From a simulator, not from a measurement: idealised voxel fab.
Proc. module: voxel self aligned vias
The figure presents cross-section cut, which has a width of 285 nm and is divided into square cells with an edge length of 5 nm.
Cross-section = grid of square cells, listed top down in bands; band = one or more rows.
Each band's line starts with the height of the band's top and of its bottom, in nm. Then come its materials from left to right, each with its width in nm. One material with "throughout" fills the band from edge to edge. "air" is empty space.
Height 0 is the level under which the wafer as received is all one material. The lowest band goes on downwards, as in "from 0 down".
The notation "30 to 40" denotes a width that varies across the rows of cells in the band, beginning at the first number in the top row, finishing at the second number in the bottom row, and changing by an identical amount from each row to the next.
Take "remains unaltered" at face value: in the step it is given for, the cross-section changed in none of its cells.
The label "Unvented cavities" introduces a list of the empty spaces, 8 cells or larger, that have no open way up to the top; each entry in it reads width x height at distance, where the distance is taken from the left edge and all three are stated in nm.
Heads up: the bit after the settings on a step's line is the simulator's remark on that step.
On any step carrying a mask, the "overlay nm" setting, if present on the step's line, tells how far right of its planned place the mask lay; negative values point to the left.

## The planned process steps are enumerated hereunder
- 1: RECEIVE,material Si
- 2: CONFORMAL_DEP,material SiO2,thk nm 10
- 3: CONFORMAL_DEP,material SiCN,thk nm 5
- 4: DIRECTIONAL_DEP,material lowk,thk nm 20
- 5: DIRECTIONAL_DEP,material aC,thk nm 15
- 6: PATTERN,tone open,mask id LINES,material resist,width nm 25,pitch nm 55,thk nm 35,overlay nm 0
- 7: DIRECTIONAL_ETCH,etch materials aC,depth nm 15
- 8: STRIP,etch materials resist
- 9: DIRECTIONAL_ETCH,etch materials lowk,depth nm 20
- 10: STRIP,etch materials aC
- 11: CONFORMAL_DEP,material TiN,thk nm 5
- 12: FILL_DEP,material Ru,thk nm 10
- 13: CMP,height nm 35
- 14: SELECTIVE_ETCH,etch materials W Ru TiN,depth nm 10
- 15: FILL_DEP,material SiN,thk nm 10
- 16: CMP,height nm 35
- 17: DIRECTIONAL_DEP,material lowk,thk nm 15
- 18: DIRECTIONAL_DEP,material aC,thk nm 15
- 19: PATTERN,tone open,mask id VIAS,material resist,width nm 35,pitch nm 110,thk nm 35,overlay nm 0
- 20: DIRECTIONAL_ETCH,etch materials aC,depth nm 15
- 21: STRIP,etch materials resist
- 22: DIRECTIONAL_ETCH,etch materials lowk,depth nm 15
- 23: DIRECTIONAL_ETCH,etch materials SiN,depth nm 10
- 24: STRIP,etch materials aC
- 25: CONFORMAL_DEP,material TiN,thk nm 5
- 26: FILL_DEP,material W,thk nm 10
- 27: CMP,height nm 50
- 28: CONFORMAL_DEP,material SiN,thk nm 5

## As received (post step 1): cross-section
> from 0 down | Si throughout
> Unvented cavities: none

## First of two wafers: cross-section at end of module, run per plan
> from 55 to 50 | SiN throughout
> from 50 to 40 | lowk 70 nm | TiN 5 nm | W 25 nm | TiN 5 nm | lowk 75 nm | TiN 5 nm | W 25 nm | TiN 5 nm | lowk 70 nm
> from 40 to 35 | lowk 70 nm | TiN 10 nm | W 15 nm | TiN 10 nm | lowk 75 nm | TiN 10 nm | W 15 nm | TiN 10 nm | lowk 70 nm
> from 35 to 30 | lowk 75 nm | TiN 5 nm | W 15 nm | TiN 5 nm | lowk 30 nm | SiN 25 nm | lowk 30 nm | TiN 5 nm | W 15 nm | TiN 5 nm | lowk 75 nm
> from 30 to 25 | lowk 75 nm | TiN 25 nm | lowk 30 nm | SiN 25 nm | lowk 30 nm | TiN 25 nm | lowk 75 nm
> from 25 to 20 | lowk 75 nm | TiN 5 nm | Ru 15 nm | TiN 5 nm | lowk 30 nm | TiN 5 nm | Ru 15 nm | TiN 5 nm | lowk 30 nm | TiN 5 nm | Ru 15 nm | TiN 5 nm | lowk 75 nm
> from 20 to 15 | lowk 75 nm | TiN 25 nm | lowk 30 nm | TiN 25 nm | lowk 30 nm | TiN 25 nm | lowk 75 nm
> from 15 to 10 | SiCN throughout
> from 10 to 0 | SiO2 throughout
> from 0 down | Si throughout
> Unvented cavities: none

## What the second wafer looks like in cross-section once the module is done. Its start and its plan matched the first wafer's exactly; what differed was one mistake in how it was run
> from 55 to 50 | SiN throughout
> from 50 to 40 | lowk 60 nm | TiN 5 nm | W 25 nm | TiN 5 nm | lowk 75 nm | TiN 5 nm | W 25 nm | TiN 5 nm | lowk 80 nm
> from 40 to 35 | lowk 60 nm | TiN 20 nm | W 10 nm | TiN 5 nm | lowk 75 nm | TiN 20 nm | W 10 nm | TiN 5 nm | lowk 80 nm
> from 35 to 30 | lowk 75 nm | TiN 5 nm | W 10 nm | TiN 5 nm | SiN 5 nm | lowk 30 nm | SiN 25 nm | lowk 30 nm | TiN 5 nm | W 10 nm | TiN 5 nm | SiN 5 nm | lowk 75 nm
> from 30 to 25 | lowk 75 nm | TiN 20 nm | SiN 5 nm | lowk 30 nm | SiN 25 nm | lowk 30 nm | TiN 20 nm | SiN 5 nm | lowk 75 nm
> from 25 to 20 | lowk 75 nm | TiN 5 nm | Ru 15 nm | TiN 5 nm | lowk 30 nm | TiN 5 nm | Ru 15 nm | TiN 5 nm | lowk 30 nm | TiN 5 nm | Ru 15 nm | TiN 5 nm | lowk 75 nm
> from 20 to 15 | lowk 75 nm | TiN 25 nm | lowk 30 nm | TiN 25 nm | lowk 30 nm | TiN 25 nm | lowk 75 nm
> from 15 to 10 | SiCN throughout
> from 10 to 0 | SiO2 throughout
> from 0 down | Si throughout
> Unvented cavities: none
So what did we get wrong on this run? it should be noted that step 19 was executed with settings other than those planned, the operation and settings actually applied being PATTERN,tone open,mask id VIAS,material resist,width nm 35,pitch nm 110,thk nm 35,overlay nm -10
In the final state, the cell counts of the second wafer exceed or fall short of those of the first for the following materials: +4 SiN, -4 W
